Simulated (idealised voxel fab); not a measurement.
You're looking at the process module voxel tone inversion.
FYI the section here is cut, 200 nm wide, cells are 5 nm squares.
Think of the cross-section as a grid of square cells. We describe it in bands, top to bottom, and each band covers one or more rows of those cells. Band entry format. Leading values: height of top, height of bottom, nm. Remainder: materials in left-to-right order, each with its width in nm. Special words: "full width" on a single material, which then fills the band edge to edge; "empty", empty space. Beneath 0, the wafer as received is one material, and that level is where height counting begins. The lowest band goes on downward without a bottom; it is written like "0 nm and below". It should be noted that a width expressed as "30 to 40" varies in equal increments from row to row of cells within the band, taking the value of the first number at the top row and that of the second number at the bottom row. No cell of the cross-section changed in a step that is given as "changes: none". The entry titled "Closed internal voids" provides the empty spaces that have no open way to the top, restricted to those of 8 cells or more. Each is presented as width x height at distance, the distance being measured from the left edge, with all three in nm. Past the settings on a step's line: simulator remark, on that step. Regarding "overlay nm": on a step with a mask, it is the distance the mask lay to the right of its planned place; a negative value places it to the left.

-- Set out below are the planned steps of the process
1: RECEIVE,material Si
2: CONFORMAL_DEP,material SiCN,thk nm 10
3: DIRECTIONAL_DEP,material polySi,thk nm 15
4: PATTERN,tone cover,mask id POSTS,material resist,width nm 15,pitch nm 55,thk nm 25,overlay nm 0
5: DIRECTIONAL_ETCH,etch materials polySi,depth nm 15
6: STRIP,etch materials resist
7: FILL_DEP,material lowk,thk nm 5
8: CMP,height nm 25
9: STRIP,etch materials polySi
10: CONFORMAL_DEP,material TiN,thk nm 5
11: FILL_DEP,material Ru,thk nm 10
12: CMP,height nm 25
13: CONFORMAL_DEP,material SiN,thk nm 5
Wafers differ in width nm at step 4; plan lists the first wafer's value; identical starting state.

-- Cross-section of the first incoming wafer of several, state after step 1
  0 nm and below | Si full width
  Closed internal voids: none

-- Per-wafer rows below. For each material: cells gained (+) or lost (-) since the wafer was received, as of end of module. Then: closed voids
width nm 15, +6 Ru, +80 SiCN, +40 SiN, +21 TiN, +93 lowk, Closed internal voids: none
width nm 20, +12 Ru, +80 SiCN, +40 SiN, +24 TiN, +84 lowk, Closed internal voids: none
width nm 25, +18 Ru, +80 SiCN, +40 SiN, +27 TiN, +75 lowk, Closed internal voids: none
width nm 30, +24 Ru, +80 SiCN, +40 SiN, +30 TiN, +66 lowk, Closed internal voids: none
width nm 35, +30 Ru, +80 SiCN, +40 SiN, +33 TiN, +57 lowk, Closed internal voids: none
width nm 40, +36 Ru, +80 SiCN, +40 SiN, +36 TiN, +48 lowk, Closed internal voids: none
